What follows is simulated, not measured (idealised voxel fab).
process module | voxel capacitor over wiring
cross-section cut | 145 nm wide | cells 5 nm
A cross-section is a grid of square cells, given in bands from the top down. A band is one or more rows of cells.
Each band's line starts with the height of the band's top and of its bottom, in nm. Then come its materials from left to right, each with its width in nm. One material with "throughout" fills the band from edge to edge. "air" is empty space.
Height 0 is the level under which the wafer as received is all one material. The lowest band goes on downwards, as in "0 down".
A width such as "30 to 40" changes by the same amount from each row of cells to the next, from the band's top row to its bottom row.
"no change" after a step means that no cell of the cross-section changed.
closed voids: empty space of 8 cells or more with no open way to the top, each as width x height at its distance from the left edge, in nm
after a step's settings: what the simulator itself notes on the step
overlay nm, on a step with a mask: how far to the right of its planned place the mask lay; to the left if negative
plan
1 op RECEIVE | material Si
2 op CONFORMAL_DEP | material SiO2 | thk nm 15
3 op DIRECTIONAL_DEP | material TiN | thk nm 5
4 op DIRECTIONAL_DEP | material Ru | thk nm 15
5 op PATTERN | tone cover | mask id METAL_1 | material resist | width nm 25 | pitch nm 75 | thk nm 20 | overlay nm 0
6 op DIRECTIONAL_ETCH | etch materials Ru | depth nm 15
7 op DIRECTIONAL_ETCH | etch materials TiN | depth nm 5
8 op STRIP | etch materials resist
9 op FILL_DEP | material SiO2 | thk nm 10
10 op CMP | height nm 35
11 op CONFORMAL_DEP | material SiCN | thk nm 5
12 op DIRECTIONAL_DEP | material SiO2 | thk nm 10
13 op DIRECTIONAL_DEP | material aC | thk nm 15
14 op PATTERN | tone open | mask id PLUG_1 | material resist | width nm 15 | thk nm 30 | overlay nm 0
15 op DIRECTIONAL_ETCH | etch materials aC | depth nm 15
16 op STRIP | etch materials resist
17 op DIRECTIONAL_ETCH | etch materials SiO2 | depth nm 10
18 op DIRECTIONAL_ETCH | etch materials SiCN | depth nm 5
19 op STRIP | etch materials aC
20 op CONFORMAL_DEP | material TiN | thk nm 5
21 op FILL_DEP | material W | thk nm 5
22 op CMP | height nm 50
23 op DIRECTIONAL_DEP | material TiN | thk nm 5
24 op DIRECTIONAL_DEP | material Al2O3 | thk nm 5
25 op DIRECTIONAL_DEP | material TiN | thk nm 10
26 op DIRECTIONAL_DEP | material aC | thk nm 10
27 op PATTERN | tone cover | mask id UPPER_PLATE | material resist | width nm 55 | thk nm 25 | overlay nm 0
28 op DIRECTIONAL_ETCH | etch materials aC | depth nm 10
29 op STRIP | etch materials resist
30 op DIRECTIONAL_ETCH | etch materials TiN | depth nm 10
31 op DIRECTIONAL_ETCH | etch materials Al2O3 | depth nm 5
32 op STRIP | etch materials aC
33 op PATTERN | tone cover | mask id LOWER_PLATE | material resist | width nm 65 | thk nm 15 | overlay nm 0
34 op DIRECTIONAL_ETCH | etch materials TiN | depth nm 5
35 op STRIP | etch materials resist
36 op FILL_DEP | material SiO2 | thk nm 20
37 op CMP | height nm 85
38 op PATTERN | tone open | mask id PLUG_2 | material resist | width nm 15 | thk nm 20 | overlay nm 0
39 op DIRECTIONAL_ETCH | etch materials SiO2 | depth nm 15
40 op STRIP | etch materials resist
41 op CONFORMAL_DEP | material TiN | thk nm 5
42 op FILL_DEP | material Ru | thk nm 5
43 op CMP | height nm 85
44 op CONFORMAL_DEP | material SiN | thk nm 5
first wafer, as planned
as received, after step 1
  0 down: Si throughout
  closed voids: none
after step 2
  15 to 0: SiO2 throughout
  below 0: unchanged
after step 3
  20 to 15: TiN throughout
  below 15: unchanged
after step 4
  35 to 20: Ru throughout
  below 20: unchanged
after step 5
  55 to 35: air 20 | resist 25 | air 50 | resist 25 | air 25
  below 35: unchanged
after step 6
  55 to 35: air 20 | resist 25 | air 50 | resist 25 | air 25
  35 to 20: air 20 | Ru 25 | air 50 | Ru 25 | air 25
  below 20: unchanged
after step 7
  55 to 35: air 20 | resist 25 | air 50 | resist 25 | air 25
  35 to 20: air 20 | Ru 25 | air 50 | Ru 25 | air 25
  20 to 15: air 20 | TiN 25 | air 50 | TiN 25 | air 25
  below 15: unchanged
after step 8
  35 to 20: air 20 | Ru 25 | air 50 | Ru 25 | air 25
  below 20: unchanged
after step 9
  45 to 35: SiO2 throughout
  35 to 20: SiO2 20 | Ru 25 | SiO2 50 | Ru 25 | SiO2 25
  20 to 15: SiO2 20 | TiN 25 | SiO2 50 | TiN 25 | SiO2 25
  below 15: unchanged
after step 10
  35 to 20: SiO2 20 | Ru 25 | SiO2 50 | Ru 25 | SiO2 25
  below 20: unchanged
after step 11
  40 to 35: SiCN throughout
  below 35: unchanged
after step 12
  50 to 40: SiO2 throughout
  below 40: unchanged
after step 13
  65 to 50: aC throughout
  below 50: unchanged
after step 14
  95 to 65: resist 30 | air 15 | resist 100
  below 65: unchanged
after step 15
  80 to 65: resist 30 | air 15 | resist 100
  65 to 50: aC 30 | air 15 | aC 100
  below 50: unchanged
after step 16
  65 to 50: aC 30 | air 15 | aC 100
  below 50: unchanged
after step 17
  65 to 50: aC 30 | air 15 | aC 100
  50 to 40: SiO2 30 | air 15 | SiO2 100
  below 40: unchanged
after step 18
  65 to 50: aC 30 | air 15 | aC 100
  50 to 40: SiO2 30 | air 15 | SiO2 100
  40 to 35: SiCN 30 | air 15 | SiCN 100
  below 35: unchanged
after step 19
  50 to 40: SiO2 30 | air 15 | SiO2 100
  below 40: unchanged
after step 20
  55 to 50: TiN 35 | air 5 | TiN 105
  50 to 40: SiO2 30 | TiN 5 | air 5 | TiN 5 | SiO2 100
  40 to 35: SiCN 30 | TiN 15 | SiCN 100
  below 35: unchanged
after step 21
  60 to 55: W throughout
  55 to 50: TiN 35 | W 5 | TiN 105
  50 to 40: SiO2 30 | TiN 5 | W 5 | TiN 5 | SiO2 100
  below 40: unchanged
after step 22
  50 to 40: SiO2 30 | TiN 5 | W 5 | TiN 5 | SiO2 100
  below 40: unchanged
after step 23
  55 to 50: TiN throughout
  below 50: unchanged
after step 24
  60 to 55: Al2O3 throughout
  below 55: unchanged
after step 25
  70 to 60: TiN throughout
  below 60: unchanged
after step 26
  80 to 70: aC throughout
  below 70: unchanged
after step 27
  105 to 80: air 30 | resist 55 | air 60
  below 80: unchanged
after step 28
  95 to 80: air 30 | resist 55 | air 60
  80 to 70: air 30 | aC 55 | air 60
  below 70: unchanged
after step 29
  80 to 70: air 30 | aC 55 | air 60
  below 70: unchanged
after step 30
  80 to 70: air 30 | aC 55 | air 60
  70 to 60: air 30 | TiN 55 | air 60
  below 60: unchanged
after step 31
  80 to 70: air 30 | aC 55 | air 60
  70 to 60: air 30 | TiN 55 | air 60
  60 to 55: air 30 | Al2O3 55 | air 60
  below 55: unchanged
after step 32
  70 to 60: air 30 | TiN 55 | air 60
  below 60: unchanged
after step 33
  85 to 70: air 25 | resist 65 | air 55
  70 to 60: air 25 | resist 5 | TiN 55 | resist 5 | air 55
  60 to 55: air 25 | resist 5 | Al2O3 55 | resist 5 | air 55
  below 55: unchanged
after step 34
  85 to 70: air 25 | resist 65 | air 55
  70 to 60: air 25 | resist 5 | TiN 55 | resist 5 | air 55
  60 to 55: air 25 | resist 5 | Al2O3 55 | resist 5 | air 55
  55 to 50: air 25 | TiN 65 | air 55
  below 50: unchanged
after step 35
  70 to 60: air 30 | TiN 55 | air 60
  60 to 55: air 30 | Al2O3 55 | air 60
  below 55: unchanged
after step 36
  90 to 70: SiO2 throughout
  70 to 60: SiO2 30 | TiN 55 | SiO2 60
  60 to 55: SiO2 30 | Al2O3 55 | SiO2 60
  55 to 50: SiO2 25 | TiN 65 | SiO2 55
  below 50: unchanged
after step 37
  85 to 70: SiO2 throughout
  below 70: unchanged
after step 38
  105 to 85: resist 40 | air 15 | resist 90
  below 85: unchanged
after step 39
  105 to 85: resist 40 | air 15 | resist 90
  85 to 70: SiO2 40 | air 15 | SiO2 90
  below 70: unchanged
after step 40
  85 to 70: SiO2 40 | air 15 | SiO2 90
  below 70: unchanged
after step 41
  90 to 85: TiN 45 | air 5 | TiN 95
  85 to 75: SiO2 40 | TiN 5 | air 5 | TiN 5 | SiO2 90
  75 to 70: SiO2 40 | TiN 15 | SiO2 90
  below 70: unchanged
after step 42
  95 to 90: Ru throughout
  90 to 85: TiN 45 | Ru 5 | TiN 95
  85 to 75: SiO2 40 | TiN 5 | Ru 5 | TiN 5 | SiO2 90
  below 75: unchanged
after step 43
  85 to 75: SiO2 40 | TiN 5 | Ru 5 | TiN 5 | SiO2 90
  below 75: unchanged
after step 44
  90 to 85: SiN throughout
  below 85: unchanged
second wafer: like start, like plan, one mistake. Through step 26 it matches the first wafer
when step 27 should have ended
  105 to 80: air 35 | resist 45 | air 65
  below 80: unchanged
when step 28 should have ended
  95 to 80: air 35 | resist 45 | air 65
  80 to 70: air 35 | aC 45 | air 65
  below 70: unchanged
when step 29 should have ended
  80 to 70: air 35 | aC 45 | air 65
  below 70: unchanged
when step 30 should have ended
  80 to 70: air 35 | aC 45 | air 65
  70 to 60: air 35 | TiN 45 | air 65
  below 60: unchanged
when step 31 should have ended
  80 to 70: air 35 | aC 45 | air 65
  70 to 60: air 35 | TiN 45 | air 65
  60 to 55: air 35 | Al2O3 45 | air 65
  below 55: unchanged
when step 32 should have ended
  70 to 60: air 35 | TiN 45 | air 65
  below 60: unchanged
when step 33 should have ended
  85 to 70: air 25 | resist 65 | air 55
  70 to 60: air 25 | resist 10 | TiN 45 | resist 10 | air 55
  60 to 55: air 25 | resist 10 | Al2O3 45 | resist 10 | air 55
  below 55: unchanged
when step 34 should have ended
  85 to 70: air 25 | resist 65 | air 55
  70 to 60: air 25 | resist 10 | TiN 45 | resist 10 | air 55
  60 to 55: air 25 | resist 10 | Al2O3 45 | resist 10 | air 55
  55 to 50: air 25 | TiN 65 | air 55
  below 50: unchanged
when step 35 should have ended
  70 to 60: air 35 | TiN 45 | air 65
  60 to 55: air 35 | Al2O3 45 | air 65
  below 55: unchanged
when step 36 should have ended
  90 to 70: SiO2 throughout
  70 to 60: SiO2 35 | TiN 45 | SiO2 65
  60 to 55: SiO2 35 | Al2O3 45 | SiO2 65
  55 to 50: SiO2 25 | TiN 65 | SiO2 55
  below 50: unchanged
when step 37 should have ended
  85 to 70: SiO2 throughout
  below 70: unchanged
when step 38 should have ended
  105 to 85: resist 40 | air 15 | resist 90
  below 85: unchanged
when step 39 should have ended
  105 to 85: resist 40 | air 15 | resist 90
  85 to 70: SiO2 40 | air 15 | SiO2 90
  below 70: unchanged
when step 40 should have ended
  85 to 70: SiO2 40 | air 15 | SiO2 90
  below 70: unchanged
when step 41 should have ended
  90 to 85: TiN 45 | air 5 | TiN 95
  85 to 75: SiO2 40 | TiN 5 | air 5 | TiN 5 | SiO2 90
  75 to 70: SiO2 40 | TiN 15 | SiO2 90
  below 70: unchanged
when step 42 should have ended
  95 to 90: Ru throughout
  90 to 85: TiN 45 | Ru 5 | TiN 95
  85 to 75: SiO2 40 | TiN 5 | Ru 5 | TiN 5 | SiO2 90
  below 75: unchanged
when step 43 should have ended
  85 to 75: SiO2 40 | TiN 5 | Ru 5 | TiN 5 | SiO2 90
  below 75: unchanged
when step 44 should have ended
  90 to 85: SiN throughout
  below 85: unchanged
what went wrong: step 27 ran as: op PATTERN | tone cover | mask id UPPER_PLATE | material resist | width nm 45 | thk nm 25 | overlay nm 0
at the end the second wafer has, in cells: 2 fewer of Al2O3 | 6 more of SiO2 | 4 fewer of TiN
